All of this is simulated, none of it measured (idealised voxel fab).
process module | voxel capacitor over wiring
cross-section cut | 300 nm wide | cells 5 nm
A cross-section is a grid of square cells, given in bands from the top down. A band is one or more rows of cells.
Each band's line starts with the height of the band's top and of its bottom, in nm. Then come its materials from left to right, each with its width in nm. One material with "throughout" fills the band from edge to edge. "air" is empty space.
Height 0 is the level under which the wafer as received is all one material. The lowest band goes on downwards, as in "0 down".
A width such as "30 to 40" changes by the same amount from each row of cells to the next, from the band's top row to its bottom row.
"no change" after a step means that no cell of the cross-section changed.
closed voids: empty space of 8 cells or more with no open way to the top, each as width x height at its distance from the left edge, in nm
after a step's settings: what the simulator itself notes on the step
overlay nm, on a step with a mask: how far to the right of its planned place the mask lay; to the left if negative
plan
1 op RECEIVE | material Si
2 op CONFORMAL_DEP | material SiO2 | thk nm 15
3 op CONFORMAL_DEP | material SiN | thk nm 5
4 op DIRECTIONAL_DEP | material lowk | thk nm 20
5 op PATTERN | tone open | mask id METAL_1 | material resist | width nm 20 | pitch nm 90 | thk nm 20 | overlay nm 0
6 op DIRECTIONAL_ETCH | etch materials lowk | depth nm 20
7 op DIRECTIONAL_ETCH | etch materials SiN | depth nm 5
8 op STRIP | etch materials resist
9 op CONFORMAL_DEP | material TiN | thk nm 5
10 op FILL_DEP | material Cu | thk nm 5
11 op CMP | height nm 40
12 op CONFORMAL_DEP | material SiCN | thk nm 5
13 op DIRECTIONAL_DEP | material lowk | thk nm 20
14 op PATTERN | tone open | mask id PLUG_1 | material resist | width nm 15 | thk nm 20 | overlay nm 0
15 op DIRECTIONAL_ETCH | etch materials lowk | depth nm 20
16 op DIRECTIONAL_ETCH | etch materials SiCN | depth nm 5
17 op STRIP | etch materials resist
18 op CONFORMAL_DEP | material TiN | thk nm 5
19 op FILL_DEP | material Ru | thk nm 10
20 op CMP | height nm 65
21 op DIRECTIONAL_DEP | material TiN | thk nm 5
22 op DIRECTIONAL_DEP | material HfO2 | thk nm 5
23 op DIRECTIONAL_DEP | material TiN | thk nm 5
24 op DIRECTIONAL_DEP | material aC | thk nm 15
25 op PATTERN | tone cover | mask id UPPER_PLATE | material resist | width nm 75 | thk nm 35 | overlay nm 0
26 op DIRECTIONAL_ETCH | etch materials aC | depth nm 15
27 op STRIP | etch materials resist
28 op DIRECTIONAL_ETCH | etch materials TiN | depth nm 5
29 op DIRECTIONAL_ETCH | etch materials HfO2 | depth nm 5
30 op STRIP | etch materials aC
31 op MASKED_ETCH | tone cover | mask id LOWER_PLATE | width nm 85 | etch materials TiN | depth nm 5 | overlay nm 0
32 op FILL_DEP | material SiO2 | thk nm 15
33 op CMP | height nm 90
34 op MASKED_ETCH | tone open | mask id PLUG_2 | width nm 15 | etch materials SiO2 | depth nm 10 | overlay nm 0
35 op CONFORMAL_DEP | material TiN | thk nm 5
36 op FILL_DEP | material Cu | thk nm 10
37 op CMP | height nm 90
38 op CONFORMAL_DEP | material SiCN | thk nm 5
as received, after step 1
  0 down: Si throughout
  closed voids: none
first wafer at the end, as planned
  95 to 90: SiCN throughout
  90 to 85: SiO2 110 | TiN 5 | Cu 5 | TiN 5 | SiO2 175
  85 to 75: SiO2 110 to 100 | TiN 15 to 75 | SiO2 175 to 125
  75 to 70: SiO2 100 | HfO2 75 | SiO2 125
  70 to 65: SiO2 95 | TiN 85 | SiO2 120
  65 to 45: lowk 100 | TiN 5 | Ru 5 | TiN 5 | lowk 185
  45 to 40: SiCN 100 | TiN 15 | SiCN 185
  40 to 20: lowk 95 | TiN 5 | Cu 10 | TiN 5 | lowk 70 | TiN 5 | Cu 10 | TiN 5 | lowk 95
  20 to 15: SiN 95 | TiN 20 | SiN 70 | TiN 20 | SiN 95
  15 to 0: SiO2 throughout
  0 down: Si throughout
  closed voids: none
second wafer at the end: like start, like plan, one mistake
  95 to 90: SiCN throughout
  90 to 85: SiO2 110 | TiN 5 | Cu 5 | TiN 5 | SiO2 175
  85 to 75: SiO2 110 to 100 | TiN 15 to 75 | SiO2 175 to 125
  75 to 70: SiO2 95 | TiN 85 | SiO2 120
  70 to 65: HfO2 throughout
  65 to 45: lowk 100 | TiN 5 | Ru 5 | TiN 5 | lowk 185
  45 to 40: SiCN 100 | TiN 15 | SiCN 185
  40 to 20: lowk 95 | TiN 5 | Cu 10 | TiN 5 | lowk 70 | TiN 5 | Cu 10 | TiN 5 | lowk 95
  20 to 15: SiN 95 | TiN 20 | SiN 70 | TiN 20 | SiN 95
  15 to 0: SiO2 throughout
  0 down: Si throughout
  closed voids: none
what went wrong: steps 21 and 22 were swapped
at the end the second wafer has, in cells: 45 more of HfO2 | 45 fewer of SiO2
